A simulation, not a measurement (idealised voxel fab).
The following process module bears the name voxel capacitor over wiring.
The figure presents cross-section cut, which has a width of 295 nm and is divided into square cells with an edge length of 5 nm.
Throughout this document, each cross-section is represented as a grid of square cells and is presented as a sequence of bands enumerated from the top downward, where a band comprises one or more rows of cells.
What a band's entry tells you: where the top is and where the bottom is, as heights in nm, and after that what lies inside, material by material from left to right, each with its width in nm. Empty space is written as the word "blank", and a single material marked with the word "everywhere" occupies the band from edge to edge.
We count height from 0. Below that, the starting wafer is all one material. The lowest band never ends at the bottom but goes on down; see "0 and below" for how that is written.
A two-number width, for instance "30 to 40", indicates that the width is equal to the first number in the top row of the band and to the second number in the bottom row, and that it changes by a constant amount per row of cells.
Key: "everything unchanged" - step with no changed cell in the cross-section.
The entry "Fully sealed voids" lists the empty spaces that cover at least 8 cells and have no open path to the top. Each is written as width x height at distance, where the distance is measured from the left edge and all three values are in nm.
after a step's settings: what the simulator itself notes on the step
For masked steps, "overlay nm" on the step line gives how far right of plan the mask actually lay; a minus sign means it lay to the left.

The following list gives the planned process steps
- 1: RECEIVE,material Si
- 2: CONFORMAL_DEP,material SiO2,thk nm 10
- 3: CONFORMAL_DEP,material SiCN,thk nm 5
- 4: DIRECTIONAL_DEP,material SiO2,thk nm 15
- 5: DIRECTIONAL_DEP,material aC,thk nm 10
- 6: PATTERN,tone open,mask id METAL_1,material resist,width nm 20,pitch nm 80,thk nm 25,overlay nm 0
- 7: DIRECTIONAL_ETCH,etch materials aC,depth nm 10
- 8: STRIP,etch materials resist
- 9: DIRECTIONAL_ETCH,etch materials SiO2,depth nm 15
- 10: DIRECTIONAL_ETCH,etch materials SiCN,depth nm 5
- 11: STRIP,etch materials aC
- 12: CONFORMAL_DEP,material TiN,thk nm 5
- 13: FILL_DEP,material Cu,thk nm 10
- 14: CMP,height nm 30
- 15: CONFORMAL_DEP,material SiCN,thk nm 5
- 16: DIRECTIONAL_DEP,material lowk,thk nm 15
- 17: DIRECTIONAL_DEP,material aC,thk nm 10
- 18: PATTERN,tone open,mask id PLUG_1,material resist,width nm 15,thk nm 30,overlay nm 0
- 19: DIRECTIONAL_ETCH,etch materials aC,depth nm 10
- 20: STRIP,etch materials resist
- 21: DIRECTIONAL_ETCH,etch materials lowk,depth nm 15
- 22: DIRECTIONAL_ETCH,etch materials SiCN,depth nm 5
- 23: STRIP,etch materials aC
- 24: CONFORMAL_DEP,material TiN,thk nm 5
- 25: FILL_DEP,material Ru,thk nm 10
- 26: CMP,height nm 50
- 27: DIRECTIONAL_DEP,material TiN,thk nm 5
- 28: DIRECTIONAL_DEP,material SiN,thk nm 5
- 29: DIRECTIONAL_DEP,material TiN,thk nm 10
- 30: PATTERN,tone cover,mask id UPPER_PLATE,material resist,width nm 65,thk nm 15,overlay nm 0
- 31: DIRECTIONAL_ETCH,etch materials TiN,depth nm 10
- 32: DIRECTIONAL_ETCH,etch materials SiN,depth nm 5
- 33: STRIP,etch materials resist
- 34: DIRECTIONAL_DEP,material aC,thk nm 10
- 35: PATTERN,tone cover,mask id LOWER_PLATE,material resist,width nm 75,thk nm 25,overlay nm 0
- 36: DIRECTIONAL_ETCH,etch materials aC,depth nm 10
- 37: STRIP,etch materials resist
- 38: DIRECTIONAL_ETCH,etch materials TiN,depth nm 5
- 39: STRIP,etch materials aC
- 40: FILL_DEP,material SiO2,thk nm 20
- 41: CMP,height nm 85
- 42: PATTERN,tone open,mask id PLUG_2,material resist,width nm 15,thk nm 15,overlay nm 0
- 43: DIRECTIONAL_ETCH,etch materials SiO2,depth nm 15
- 44: STRIP,etch materials resist
- 45: CONFORMAL_DEP,material TiN,thk nm 5
- 46: FILL_DEP,material Ru,thk nm 5
- 47: CMP,height nm 85
- 48: CONFORMAL_DEP,material SiN,thk nm 5

What follows covers the first of two wafers; it ran as planned

Cross-section, incoming material, after step 1
    0 and below | Si everywhere
    Fully sealed voids: none

The wafer in cross-section once step 2 is complete
    10 down to 0 | SiO2 everywhere
    Under the height 0 nothing was changed.

The wafer in cross-section once step 3 is complete
    15 down to 10 | SiCN everywhere
    Under the height 10 nothing was changed.

The wafer in cross-section once step 4 is complete
    30 down to 15 | SiO2 everywhere
    Under the height 15 nothing was changed.

The wafer in cross-section once step 5 is complete
    40 down to 30 | aC everywhere
    Under the height 30 nothing was changed.

The wafer in cross-section once step 6 is complete
    65 down to 40 | resist: 95 / blank: 20 / resist: 60 / blank: 20 / resist: 100
    Under the height 40 nothing was changed.

The wafer in cross-section once step 7 is complete
    55 down to 40 | resist: 95 / blank: 20 / resist: 60 / blank: 20 / resist: 100
    40 down to 30 | aC: 95 / blank: 20 / aC: 60 / blank: 20 / aC: 100
    Under the height 30 nothing was changed.

The wafer in cross-section once step 8 is complete
    40 down to 30 | aC: 95 / blank: 20 / aC: 60 / blank: 20 / aC: 100
    Under the height 30 nothing was changed.

The wafer in cross-section once step 9 is complete
    40 down to 30 | aC: 95 / blank: 20 / aC: 60 / blank: 20 / aC: 100
    30 down to 15 | SiO2: 95 / blank: 20 / SiO2: 60 / blank: 20 / SiO2: 100
    Under the height 15 nothing was changed.

The wafer in cross-section once step 10 is complete
    40 down to 30 | aC: 95 / blank: 20 / aC: 60 / blank: 20 / aC: 100
    30 down to 15 | SiO2: 95 / blank: 20 / SiO2: 60 / blank: 20 / SiO2: 100
    15 down to 10 | SiCN: 95 / blank: 20 / SiCN: 60 / blank: 20 / SiCN: 100
    Under the height 10 nothing was changed.

The wafer in cross-section once step 11 is complete
    30 down to 15 | SiO2: 95 / blank: 20 / SiO2: 60 / blank: 20 / SiO2: 100
    Under the height 15 nothing was changed.

The wafer in cross-section once step 12 is complete
    35 down to 30 | TiN: 100 / blank: 10 / TiN: 70 / blank: 10 / TiN: 105
    30 down to 15 | SiO2: 95 / TiN: 5 / blank: 10 / TiN: 5 / SiO2: 60 / TiN: 5 / blank: 10 / TiN: 5 / SiO2: 100
    15 down to 10 | SiCN: 95 / TiN: 20 / SiCN: 60 / TiN: 20 / SiCN: 100
    Under the height 10 nothing was changed.

The wafer in cross-section once step 13 is complete
    45 down to 35 | Cu everywhere
    35 down to 30 | TiN: 100 / Cu: 10 / TiN: 70 / Cu: 10 / TiN: 105
    30 down to 15 | SiO2: 95 / TiN: 5 / Cu: 10 / TiN: 5 / SiO2: 60 / TiN: 5 / Cu: 10 / TiN: 5 / SiO2: 100
    Under the height 15 nothing was changed.

The wafer in cross-section once step 14 is complete
    30 down to 15 | SiO2: 95 / TiN: 5 / Cu: 10 / TiN: 5 / SiO2: 60 / TiN: 5 / Cu: 10 / TiN: 5 / SiO2: 100
    Under the height 15 nothing was changed.

The wafer in cross-section once step 15 is complete
    35 down to 30 | SiCN everywhere
    Under the height 30 nothing was changed.

The wafer in cross-section once step 16 is complete
    50 down to 35 | lowk everywhere
    Under the height 35 nothing was changed.

The wafer in cross-section once step 17 is complete
    60 down to 50 | aC everywhere
    Under the height 50 nothing was changed.

The wafer in cross-section once step 18 is complete
    90 down to 60 | resist: 100 / blank: 15 / resist: 180
    Under the height 60 nothing was changed.

The wafer in cross-section once step 19 is complete
    80 down to 60 | resist: 100 / blank: 15 / resist: 180
    60 down to 50 | aC: 100 / blank: 15 / aC: 180
    Under the height 50 nothing was changed.

The wafer in cross-section once step 20 is complete
    60 down to 50 | aC: 100 / blank: 15 / aC: 180
    Under the height 50 nothing was changed.

The wafer in cross-section once step 21 is complete
    60 down to 50 | aC: 100 / blank: 15 / aC: 180
    50 down to 35 | lowk: 100 / blank: 15 / lowk: 180
    Under the height 35 nothing was changed.

The wafer in cross-section once step 22 is complete
    60 down to 50 | aC: 100 / blank: 15 / aC: 180
    50 down to 35 | lowk: 100 / blank: 15 / lowk: 180
    35 down to 30 | SiCN: 100 / blank: 15 / SiCN: 180
    Under the height 30 nothing was changed.

The wafer in cross-section once step 23 is complete
    50 down to 35 | lowk: 100 / blank: 15 / lowk: 180
    Under the height 35 nothing was changed.

The wafer in cross-section once step 24 is complete
    55 down to 50 | TiN: 105 / blank: 5 / TiN: 185
    50 down to 35 | lowk: 100 / TiN: 5 / blank: 5 / TiN: 5 / lowk: 180
    35 down to 30 | SiCN: 100 / TiN: 15 / SiCN: 180
    Under the height 30 nothing was changed.

The wafer in cross-section once step 25 is complete
    65 down to 55 | Ru everywhere
    55 down to 50 | TiN: 105 / Ru: 5 / TiN: 185
    50 down to 35 | lowk: 100 / TiN: 5 / Ru: 5 / TiN: 5 / lowk: 180
    Under the height 35 nothing was changed.

The wafer in cross-section once step 26 is complete
    50 down to 35 | lowk: 100 / TiN: 5 / Ru: 5 / TiN: 5 / lowk: 180
    Under the height 35 nothing was changed.

The wafer in cross-section once step 27 is complete
    55 down to 50 | TiN everywhere
    Under the height 50 nothing was changed.

The wafer in cross-section once step 28 is complete
    60 down to 55 | SiN everywhere
    Under the height 55 nothing was changed.

The wafer in cross-section once step 29 is complete
    70 down to 60 | TiN everywhere
    Under the height 60 nothing was changed.

The wafer in cross-section once step 30 is complete
    85 down to 70 | blank: 100 / resist: 65 / blank: 130
    Under the height 70 nothing was changed.

The wafer in cross-section once step 31 is complete
    85 down to 70 | blank: 100 / resist: 65 / blank: 130
    70 down to 60 | blank: 100 / TiN: 65 / blank: 130
    Under the height 60 nothing was changed.

The wafer in cross-section once step 32 is complete
    85 down to 70 | blank: 100 / resist: 65 / blank: 130
    70 down to 60 | blank: 100 / TiN: 65 / blank: 130
    60 down to 55 | blank: 100 / SiN: 65 / blank: 130
    Under the height 55 nothing was changed.

The wafer in cross-section once step 33 is complete
    70 down to 60 | blank: 100 / TiN: 65 / blank: 130
    Under the height 60 nothing was changed.

The wafer in cross-section once step 34 is complete
    80 down to 70 | blank: 100 / aC: 65 / blank: 130
    70 down to 65 | blank: 100 / TiN: 65 / blank: 130
    65 down to 60 | aC: 100 / TiN: 65 / aC: 130
    60 down to 55 | aC: 100 / SiN: 65 / aC: 130
    Under the height 55 nothing was changed.

The wafer in cross-section once step 35 is complete
    105 down to 80 | blank: 95 / resist: 75 / blank: 125
    80 down to 70 | blank: 95 / resist: 5 / aC: 65 / resist: 5 / blank: 125
    70 down to 65 | blank: 95 / resist: 5 / TiN: 65 / resist: 5 / blank: 125
    Under the height 65 nothing was changed.

The wafer in cross-section once step 36 is complete
    95 down to 80 | blank: 95 / resist: 75 / blank: 125
    80 down to 70 | blank: 95 / resist: 5 / aC: 65 / resist: 5 / blank: 125
    70 down to 65 | blank: 95 / resist: 5 / TiN: 65 / resist: 5 / blank: 125
    65 down to 60 | blank: 95 / aC: 5 / TiN: 65 / aC: 5 / blank: 125
    60 down to 55 | blank: 95 / aC: 5 / SiN: 65 / aC: 5 / blank: 125
    Under the height 55 nothing was changed.

The wafer in cross-section once step 37 is complete
    80 down to 70 | blank: 100 / aC: 65 / blank: 130
    70 down to 65 | blank: 100 / TiN: 65 / blank: 130
    Under the height 65 nothing was changed.

The wafer in cross-section once step 38 is complete
    80 down to 70 | blank: 100 / aC: 65 / blank: 130
    70 down to 65 | blank: 100 / TiN: 65 / blank: 130
    65 down to 60 | blank: 95 / aC: 5 / TiN: 65 / aC: 5 / blank: 125
    60 down to 55 | blank: 95 / aC: 5 / SiN: 65 / aC: 5 / blank: 125
    55 down to 50 | blank: 95 / TiN: 75 / blank: 125
    Under the height 50 nothing was changed.

The wafer in cross-section once step 39 is complete
    70 down to 60 | blank: 100 / TiN: 65 / blank: 130
    60 down to 55 | blank: 100 / SiN: 65 / blank: 130
    Under the height 55 nothing was changed.

The wafer in cross-section once step 40 is complete
    90 down to 70 | SiO2 everywhere
    70 down to 60 | SiO2: 100 / TiN: 65 / SiO2: 130
    60 down to 55 | SiO2: 100 / SiN: 65 / SiO2: 130
    55 down to 50 | SiO2: 95 / TiN: 75 / SiO2: 125
    Under the height 50 nothing was changed.

The wafer in cross-section once step 41 is complete
    85 down to 70 | SiO2 everywhere
    Under the height 70 nothing was changed.

The wafer in cross-section once step 42 is complete
    100 down to 85 | resist: 110 / blank: 15 / resist: 170
    Under the height 85 nothing was changed.

The wafer in cross-section once step 43 is complete
    100 down to 85 | resist: 110 / blank: 15 / resist: 170
    85 down to 70 | SiO2: 110 / blank: 15 / SiO2: 170
    Under the height 70 nothing was changed.

The wafer in cross-section once step 44 is complete
    85 down to 70 | SiO2: 110 / blank: 15 / SiO2: 170
    Under the height 70 nothing was changed.

The wafer in cross-section once step 45 is complete
    90 down to 85 | TiN: 115 / blank: 5 / TiN: 175
    85 down to 75 | SiO2: 110 / TiN: 5 / blank: 5 / TiN: 5 / SiO2: 170
    75 down to 70 | SiO2: 110 / TiN: 15 / SiO2: 170
    Under the height 70 nothing was changed.

The wafer in cross-section once step 46 is complete
    95 down to 90 | Ru everywhere
    90 down to 85 | TiN: 115 / Ru: 5 / TiN: 175
    85 down to 75 | SiO2: 110 / TiN: 5 / Ru: 5 / TiN: 5 / SiO2: 170
    Under the height 75 nothing was changed.

The wafer in cross-section once step 47 is complete
    85 down to 75 | SiO2: 110 / TiN: 5 / Ru: 5 / TiN: 5 / SiO2: 170
    Under the height 75 nothing was changed.

The wafer in cross-section once step 48 is complete
    90 down to 85 | SiN everywhere
    Under the height 85 nothing was changed.

Second of two: same start, same plan, one run error; steps up to and including 29 match the first

Second wafer, cross-section, planned end of step 30
    85 down to 70 | blank: 90 / resist: 65 / blank: 140
    Under the height 70 nothing was changed.

Second wafer, cross-section, planned end of step 31
    85 down to 70 | blank: 90 / resist: 65 / blank: 140
    70 down to 60 | blank: 90 / TiN: 65 / blank: 140
    Under the height 60 nothing was changed.

Second wafer, cross-section, planned end of step 32
    85 down to 70 | blank: 90 / resist: 65 / blank: 140
    70 down to 60 | blank: 90 / TiN: 65 / blank: 140
    60 down to 55 | blank: 90 / SiN: 65 / blank: 140
    Under the height 55 nothing was changed.

Second wafer, cross-section, planned end of step 33
    70 down to 60 | blank: 90 / TiN: 65 / blank: 140
    Under the height 60 nothing was changed.

Second wafer, cross-section, planned end of step 34
    80 down to 70 | blank: 90 / aC: 65 / blank: 140
    70 down to 65 | blank: 90 / TiN: 65 / blank: 140
    65 down to 60 | aC: 90 / TiN: 65 / aC: 140
    60 down to 55 | aC: 90 / SiN: 65 / aC: 140
    Under the height 55 nothing was changed.

Second wafer, cross-section, planned end of step 35
    105 down to 80 | blank: 95 / resist: 75 / blank: 125
    80 down to 70 | blank: 90 / aC: 65 / resist: 15 / blank: 125
    70 down to 65 | blank: 90 / TiN: 65 / resist: 15 / blank: 125
    Under the height 65 nothing was changed.

Second wafer, cross-section, planned end of step 36
    95 down to 80 | blank: 95 / resist: 75 / blank: 125
    80 down to 70 | blank: 95 / aC: 60 / resist: 15 / blank: 125
    70 down to 65 | blank: 90 / TiN: 65 / resist: 15 / blank: 125
    65 down to 60 | blank: 90 / TiN: 65 / aC: 15 / blank: 125
    60 down to 55 | blank: 90 / SiN: 65 / aC: 15 / blank: 125
    Under the height 55 nothing was changed.

Second wafer, cross-section, planned end of step 37
    80 down to 70 | blank: 95 / aC: 60 / blank: 140
    70 down to 65 | blank: 90 / TiN: 65 / blank: 140
    Under the height 65 nothing was changed.

Second wafer, cross-section, planned end of step 38
    80 down to 70 | blank: 95 / aC: 60 / blank: 140
    70 down to 65 | blank: 95 / TiN: 60 / blank: 140
    65 down to 60 | blank: 90 / TiN: 65 / aC: 15 / blank: 125
    60 down to 55 | blank: 90 / SiN: 65 / aC: 15 / blank: 125
    55 down to 50 | blank: 90 / TiN: 80 / blank: 125
    Under the height 50 nothing was changed.

Second wafer, cross-section, planned end of step 39
    70 down to 60 | blank: 95 to 90 / TiN: 60 to 65 / blank: 140
    60 down to 55 | blank: 90 / SiN: 65 / blank: 140
    Under the height 55 nothing was changed.

Second wafer, cross-section, planned end of step 40
    90 down to 70 | SiO2 everywhere
    70 down to 60 | SiO2: 95 to 90 / TiN: 60 to 65 / SiO2: 140
    60 down to 55 | SiO2: 90 / SiN: 65 / SiO2: 140
    55 down to 50 | SiO2: 90 / TiN: 80 / SiO2: 125
    Under the height 50 nothing was changed.

Second wafer, cross-section, planned end of step 41
    85 down to 70 | SiO2 everywhere
    Under the height 70 nothing was changed.

Second wafer, cross-section, planned end of step 42
    100 down to 85 | resist: 110 / blank: 15 / resist: 170
    Under the height 85 nothing was changed.

Second wafer, cross-section, planned end of step 43
    100 down to 85 | resist: 110 / blank: 15 / resist: 170
    85 down to 70 | SiO2: 110 / blank: 15 / SiO2: 170
    Under the height 70 nothing was changed.

Second wafer, cross-section, planned end of step 44
    85 down to 70 | SiO2: 110 / blank: 15 / SiO2: 170
    Under the height 70 nothing was changed.

Second wafer, cross-section, planned end of step 45
    90 down to 85 | TiN: 115 / blank: 5 / TiN: 175
    85 down to 75 | SiO2: 110 / TiN: 5 / blank: 5 / TiN: 5 / SiO2: 170
    75 down to 65 | SiO2: 110 to 95 / TiN: 15 to 60 / SiO2: 170 to 140
    Under the height 65 nothing was changed.

Second wafer, cross-section, planned end of step 46
    95 down to 90 | Ru everywhere
    90 down to 85 | TiN: 115 / Ru: 5 / TiN: 175
    85 down to 75 | SiO2: 110 / TiN: 5 / Ru: 5 / TiN: 5 / SiO2: 170
    Under the height 75 nothing was changed.

Second wafer, cross-section, planned end of step 47
    85 down to 75 | SiO2: 110 / TiN: 5 / Ru: 5 / TiN: 5 / SiO2: 170
    Under the height 75 nothing was changed.

Second wafer, cross-section, planned end of step 48
    90 down to 85 | SiN everywhere
    Under the height 85 nothing was changed.
Which mistake was made when the wafer was run? it should be noted that step 30 was executed with settings other than those planned, the operation and settings actually applied being PATTERN,tone cover,mask id UPPER_PLATE,material resist,width nm 65,thk nm 15,overlay nm -10
At the end, the second wafer has the same number of cells of each material as the first, but those cells sit in other places.
